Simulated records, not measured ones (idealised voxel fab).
process module | voxel capacitor over wiring
Square cell edge 5 nm, section width 200 nm, ID cut.
Cross-section = grid of square cells, listed top down in bands; band = one or more rows.
A band entry consists of two parts. The first gives the height of the band's top and the height of its bottom, in nm. The rest lists the band's materials from left to right, each with its width in nm. A single material labelled with the word "all across" fills the band from edge to edge, and the word "empty" marks empty space.
A quick word on heights: they are counted from 0, and under that level the wafer as it came to us is one material throughout. The lowest band is different from the rest in having no bottom; it simply continues downward, written as in "0 -> down".
The notation "30 to 40" denotes a width that varies across the rows of cells in the band, beginning at the first number in the top row, finishing at the second number in the bottom row, and changing by an identical amount from each row to the next.
"remains unaltered" (step): cross-section cells unchanged, all of them.
Enclosed voids (no open way to top), threshold 8 cells or more, entry "Voids, sealed", notation width x height at distance, distance from left edge, nm.
Heads up: the bit after the settings on a step's line is the simulator's remark on that step.
A step's line can hold "overlay nm"; with a mask on that step, the setting says how far right of the planned place the mask lay, while a negative setting says it lay to the left.
LISTED BELOW ARE THE PROCESS STEPS AS PLANNED
1) RECEIVE: material Si
2) CONFORMAL_DEP: material SiO2, thk nm 15
3) DIRECTIONAL_DEP: material TiN, thk nm 5
4) DIRECTIONAL_DEP: material W, thk nm 25
5) DIRECTIONAL_DEP: material aC, thk nm 15
6) PATTERN: tone cover, mask id METAL_1, material resist, width nm 25, pitch nm 95, thk nm 30, overlay nm 0
7) DIRECTIONAL_ETCH: etch materials aC, depth nm 15
8) STRIP: etch materials resist
9) DIRECTIONAL_ETCH: etch materials W, depth nm 25
10) DIRECTIONAL_ETCH: etch materials TiN, depth nm 5
11) STRIP: etch materials aC
12) FILL_DEP: material SiO2, thk nm 10
13) CMP: height nm 45
14) CONFORMAL_DEP: material SiCN, thk nm 5
15) DIRECTIONAL_DEP: material lowk, thk nm 20
16) DIRECTIONAL_DEP: material aC, thk nm 15
17) PATTERN: tone open, mask id PLUG_1, material resist, width nm 15, thk nm 30, overlay nm 0
18) DIRECTIONAL_ETCH: etch materials aC, depth nm 15
19) STRIP: etch materials resist
20) DIRECTIONAL_ETCH: etch materials lowk, depth nm 20
21) DIRECTIONAL_ETCH: etch materials SiCN, depth nm 5
22) STRIP: etch materials aC
23) CONFORMAL_DEP: material TiN, thk nm 5
24) FILL_DEP: material Cu, thk nm 5
25) CMP: height nm 70
26) DIRECTIONAL_DEP: material TiN, thk nm 10
27) DIRECTIONAL_DEP: material HfO2, thk nm 5
28) DIRECTIONAL_DEP: material TiN, thk nm 5
29) MASKED_ETCH: tone cover, mask id UPPER_PLATE, width nm 75, etch materials TiN, depth nm 5, overlay nm 0
30) MASKED_ETCH: tone cover, mask id UPPER_PLATE, width nm 75, etch materials HfO2, depth nm 5, overlay nm 0
31) MASKED_ETCH: tone cover, mask id LOWER_PLATE, width nm 85, etch materials TiN, depth nm 10, overlay nm 0
32) FILL_DEP: material SiO2, thk nm 15
33) CMP: height nm 100
34) PATTERN: tone open, mask id PLUG_2, material resist, width nm 15, thk nm 20, overlay nm 0
35) DIRECTIONAL_ETCH: etch materials SiO2, depth nm 10
36) STRIP: etch materials resist
37) CONFORMAL_DEP: material TiN, thk nm 5
38) FILL_DEP: material W, thk nm 5
39) CMP: height nm 100
40) CONFORMAL_DEP: material SiN, thk nm 5
CROSS-SECTION OF THE INCOMING WAFER, STATE AFTER STEP 1
- 0 -> down | Si all across
- Voids, sealed: none
END-OF-MODULE CROSS-SECTION. STARTING STRUCTURE AND PROCESS PLAN AS ABOVE; ONE MISTAKE MADE IN RUNNING IT
- 105 -> 100 | SiN all across
- 100 -> 95 | 60 nm SiO2 | 5 nm TiN | 5 nm W | 5 nm TiN | 125 nm SiO2
- 95 -> 85 | 60 to 50 nm SiO2 | 15 to 75 nm TiN | 125 to 75 nm SiO2
- 85 -> 80 | 50 nm SiO2 | 75 nm HfO2 | 75 nm SiO2
- 80 -> 70 | 45 nm SiO2 | 85 nm TiN | 70 nm SiO2
- 70 -> 50 | 50 nm lowk | 5 nm TiN | 5 nm Cu | 5 nm TiN | 135 nm lowk
- 50 -> 45 | 50 nm SiCN | 15 nm TiN | 135 nm SiCN
- 45 -> 35 | 40 nm SiO2 | 25 nm W | 70 nm SiO2 | 25 nm W | 40 nm SiO2
- 35 -> 30 | 40 nm SiO2 | 25 nm TiN | 70 nm SiO2 | 25 nm TiN | 40 nm SiO2
- 30 -> 0 | SiO2 all across
- 0 -> down | Si all across
- Voids, sealed: none
Heads up, the wafer didn't run the way we planned it: step 2 of the plan was twice carried out
